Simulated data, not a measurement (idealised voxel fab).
process module | voxel gate over fins
cross-section cut | 280 nm wide | cells 5 nm
A cross-section is a grid of square cells, given in bands from the top down. A band is one or more rows of cells.
Each band's line starts with the height of the band's top and of its bottom, in nm. Then come its materials from left to right, each with its width in nm. One material with "throughout" fills the band from edge to edge. "air" is empty space.
Height 0 is the level under which the wafer as received is all one material. The lowest band goes on downwards, as in "0 down".
A width such as "30 to 40" changes by the same amount from each row of cells to the next, from the band's top row to its bottom row.
"no change" after a step means that no cell of the cross-section changed.
closed voids: empty space of 8 cells or more with no open way to the top, each as width x height at its distance from the left edge, in nm
after a step's settings: what the simulator itself notes on the step
overlay nm, on a step with a mask: how far to the right of its planned place the mask lay; to the left if negative
plan
1 op RECEIVE | material Si
2 op CONFORMAL_DEP | material SiN | thk nm 5
3 op MASKED_ETCH | tone cover | mask id FINS | width nm 15 | pitch nm 45 | etch materials SiN | depth nm 5 | overlay nm -15
4 op MASKED_ETCH | tone cover | mask id FINS | width nm 15 | pitch nm 45 | etch materials Si | depth nm 30 | overlay nm 0
5 op FILL_DEP | material SiO2 | thk nm 15
6 op CMP | height nm 5
7 op SELECTIVE_ETCH | etch materials SiO2 | depth nm 15
8 op STRIP | etch materials SiN
9 op CONFORMAL_DEP | material HfO2 | thk nm 5
10 op CONFORMAL_DEP | material TiN | thk nm 5
11 op FILL_DEP | material W | thk nm 10
12 op CMP | height nm 15
13 op CONFORMAL_DEP | material SiCN | thk nm 5
varied across the wafers: overlay nm of step 3. The plan shows the first wafer's value. All wafers start alike
first wafer as received, after step 1
  0 down: Si throughout
  closed voids: none
first wafer at the end, after step 13
  20 to 15: SiCN throughout
  15 to 10: W throughout
  10 to 5: W 40 | TiN 185 | W 55
  5 to 0: W 40 | TiN 5 | HfO2 40 | TiN 5 | HfO2 40 | TiN 5 | HfO2 40 | TiN 5 | HfO2 40 | TiN 5 | W 55
  0 to -5: TiN 45 | HfO2 5 | Si 30 | HfO2 5 | TiN 5 | HfO2 5 | Si 30 | HfO2 5 | TiN 5 | HfO2 5 | Si 30 | HfO2 5 | TiN 5 | HfO2 5 | Si 30 | HfO2 5 | TiN 60
  -5 to -10: HfO2 50 | Si 30 | HfO2 15 | Si 30 | HfO2 15 | Si 30 | HfO2 15 | Si 30 | HfO2 65
  -10 to -30: SiO2 50 | Si 30 | SiO2 15 | Si 30 | SiO2 15 | Si 30 | SiO2 15 | Si 30 | SiO2 65
  -30 down: Si throughout
  closed voids: none
last wafer at the end
  20 to 15: SiCN throughout
  15 to 10: W throughout
  10 to 5: W 55 | TiN 185 | W 40
  5 to 0: W 55 | TiN 5 | HfO2 40 | TiN 5 | HfO2 40 | TiN 5 | HfO2 40 | TiN 5 | HfO2 40 | TiN 5 | W 40
  0 to -5: TiN 60 | HfO2 5 | Si 30 | HfO2 5 | TiN 5 | HfO2 5 | Si 30 | HfO2 5 | TiN 5 | HfO2 5 | Si 30 | HfO2 5 | TiN 5 | HfO2 5 | Si 30 | HfO2 5 | TiN 45
  -5 to -10: HfO2 65 | Si 30 | HfO2 15 | Si 30 | HfO2 15 | Si 30 | HfO2 15 | Si 30 | HfO2 50
  -10 to -30: SiO2 65 | Si 30 | SiO2 15 | Si 30 | SiO2 15 | Si 30 | SiO2 15 | Si 30 | SiO2 50
  -30 down: Si throughout
  closed voids: none
each wafer at the end: cells of each material gained (+) or lost (-) since it was received, then its closed voids
overlay nm -15 | +72 HfO2 | -192 Si | +56 SiCN | +128 SiO2 | +66 TiN | +94 W | closed voids: none
overlay nm -10 | +72 HfO2 | -216 Si | +56 SiCN | +144 SiO2 | +72 TiN | +96 W | closed voids: none
overlay nm -5 | +72 HfO2 | -240 Si | +56 SiCN | +160 SiO2 | +72 TiN | +104 W | closed voids: none
overlay nm 0 | +72 HfO2 | -264 Si | +56 SiCN | +176 SiO2 | +72 TiN | +112 W | closed voids: none
overlay nm 5 | +72 HfO2 | -240 Si | +56 SiCN | +160 SiO2 | +72 TiN | +104 W | closed voids: none
overlay nm 10 | +72 HfO2 | -216 Si | +56 SiCN | +144 SiO2 | +72 TiN | +96 W | closed voids: none
overlay nm 15 | +72 HfO2 | -192 Si | +56 SiCN | +128 SiO2 | +66 TiN | +94 W | closed voids: none
